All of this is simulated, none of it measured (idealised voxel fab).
Process module heading - voxel self aligned contacts
Square cell edge 5 nm, section width 230 nm, ID cut.
When this document writes out a cross-section, it uses a grid of square cells and lists it as bands, beginning at the top and moving down, with a band standing for one or more rows of cells. Each band's line starts with the height of the band's top and of its bottom, in nm. Then come its materials from left to right, each with its width in nm. One material with "edge to edge" fills the band from edge to edge. "blank" is empty space. Heights are reckoned from 0. Under this level, the received wafer is all of one material. The bottommost band is open-ended downward, for example "0 nm and below". Width: "30 to 40" (first number = top row, second number = bottom row, same change from row to row of cells). Where the words "remained the same" appear for a step, the cross-section shows no cell changed by that step; every cell remained as before. "Closed void roster": sealed empty spaces, 8 cells or more, no open way to top, listed width x height at distance, with distance from the left edge and width, height and distance in nm. Anything after a step's settings on that line? It's the simulator's own note about the step. Among the settings permitted on a step's line is "overlay nm"; applied to a step with a mask, it specifies the extent to which the mask lay to the right of its planned position, whereas a negative figure signifies a position to the left.

Steps planned for the process:
1: RECEIVE | material Si
2: OXIDIZE | depth nm 5
3: DIRECTIONAL_DEP | material polySi | thk nm 25
4: DIRECTIONAL_DEP | material SiN | thk nm 15
5: MASKED_ETCH | tone cover | mask id GATE | width nm 30 | pitch nm 65 | etch materials SiN | depth nm 15 | overlay nm 0
6: MASKED_ETCH | tone cover | mask id GATE | width nm 30 | pitch nm 65 | etch materials polySi | depth nm 25 | overlay nm 0
7: CONFORMAL_DEP | material SiN | thk nm 5
8: DIRECTIONAL_ETCH | etch materials SiN | depth nm 5
9: FILL_DEP | material SiO2 | thk nm 20
10: CMP | height nm 50
11: MASKED_ETCH | tone open | mask id CONTACT | width nm 35 | pitch nm 65 | etch materials SiO2 | depth nm 55 | overlay nm 0
12: CONFORMAL_DEP | material TiN | thk nm 5
13: FILL_DEP | material Ru | thk nm 5
14: CMP | height nm 50
15: CONFORMAL_DEP | material SiCN | thk nm 5
Among the wafers covered here, the point of difference is the width nm at step 11; their starting state is shared, and the plan presents the value of the first wafer.

Sectional view: first of several wafers, as received, after step 1:
0 nm and below  Si edge to edge
Closed void roster: none

The first of several wafers, seen in cross-section after the module's last step, step 15:
55 nm to 50 nm  SiCN edge to edge
50 nm to 40 nm  SiO2 65 nm, then TiN 5 to 10 nm, then Ru 25 to 15 nm, then TiN 5 to 10 nm, then SiO2 30 nm, then TiN 5 to 10 nm, then Ru 25 to 15 nm, then TiN 5 to 10 nm, then SiO2 65 nm
40 nm to 25 nm  SiO2 30 nm, then SiN 40 nm, then TiN 5 nm, then Ru 15 nm, then TiN 5 nm, then SiN 40 nm, then TiN 5 nm, then Ru 15 nm, then TiN 5 nm, then SiN 40 nm, then SiO2 30 nm
25 nm to 0 nm  SiO2 30 nm, then SiN 5 nm, then polySi 30 nm, then SiN 5 nm, then TiN 5 nm, then Ru 15 nm, then TiN 5 nm, then SiN 5 nm, then polySi 30 nm, then SiN 5 nm, then TiN 5 nm, then Ru 15 nm, then TiN 5 nm, then SiN 5 nm, then polySi 30 nm, then SiN 5 nm, then SiO2 30 nm
0 nm to -5 nm  SiO2 70 nm, then TiN 25 nm, then SiO2 40 nm, then TiN 25 nm, then SiO2 70 nm
-5 nm and below  Si edge to edge
Closed void roster: none

Showing the last wafer in cross-section at the end of the module:
55 nm to 50 nm  SiCN edge to edge
50 nm to 40 nm  SiO2 60 nm, then TiN 5 to 15 nm, then Ru 40 to 15 nm, then TiN 5 to 20 nm, then SiO2 15 nm, then TiN 5 to 15 nm, then Ru 40 to 15 nm, then TiN 5 to 20 nm, then SiO2 55 nm
40 nm to 25 nm  SiO2 30 nm, then SiN 40 nm, then TiN 5 nm, then Ru 15 nm, then TiN 5 nm, then SiN 40 nm, then TiN 5 nm, then Ru 15 nm, then TiN 5 nm, then SiN 40 nm, then SiO2 30 nm
25 nm to 0 nm  SiO2 30 nm, then SiN 5 nm, then polySi 30 nm, then SiN 5 nm, then TiN 5 nm, then Ru 15 nm, then TiN 5 nm, then SiN 5 nm, then polySi 30 nm, then SiN 5 nm, then TiN 5 nm, then Ru 15 nm, then TiN 5 nm, then SiN 5 nm, then polySi 30 nm, then SiN 5 nm, then SiO2 30 nm
0 nm to -5 nm  SiO2 70 nm, then TiN 25 nm, then SiO2 40 nm, then TiN 25 nm, then SiO2 70 nm
-5 nm and below  Si edge to edge
Closed void roster: none

Below is a per-wafer table. In it, each row describes the wafer at the end of the module by giving, for each material, the number of cells gained (+) or lost (-) since the wafer was received, and after that the closed voids of the wafer:
width nm 35 | +64 Ru | -46 Si | +46 SiCN | +102 SiN | +196 SiO2 | +54 TiN | +90 polySi | Closed void roster: none
width nm 40 | +66 Ru | -46 Si | +46 SiCN | +102 SiN | +192 SiO2 | +56 TiN | +90 polySi | Closed void roster: none
width nm 45 | +68 Ru | -46 Si | +46 SiCN | +102 SiN | +188 SiO2 | +58 TiN | +90 polySi | Closed void roster: none
width nm 50 | +70 Ru | -46 Si | +46 SiCN | +102 SiN | +184 SiO2 | +60 TiN | +90 polySi | Closed void roster: none
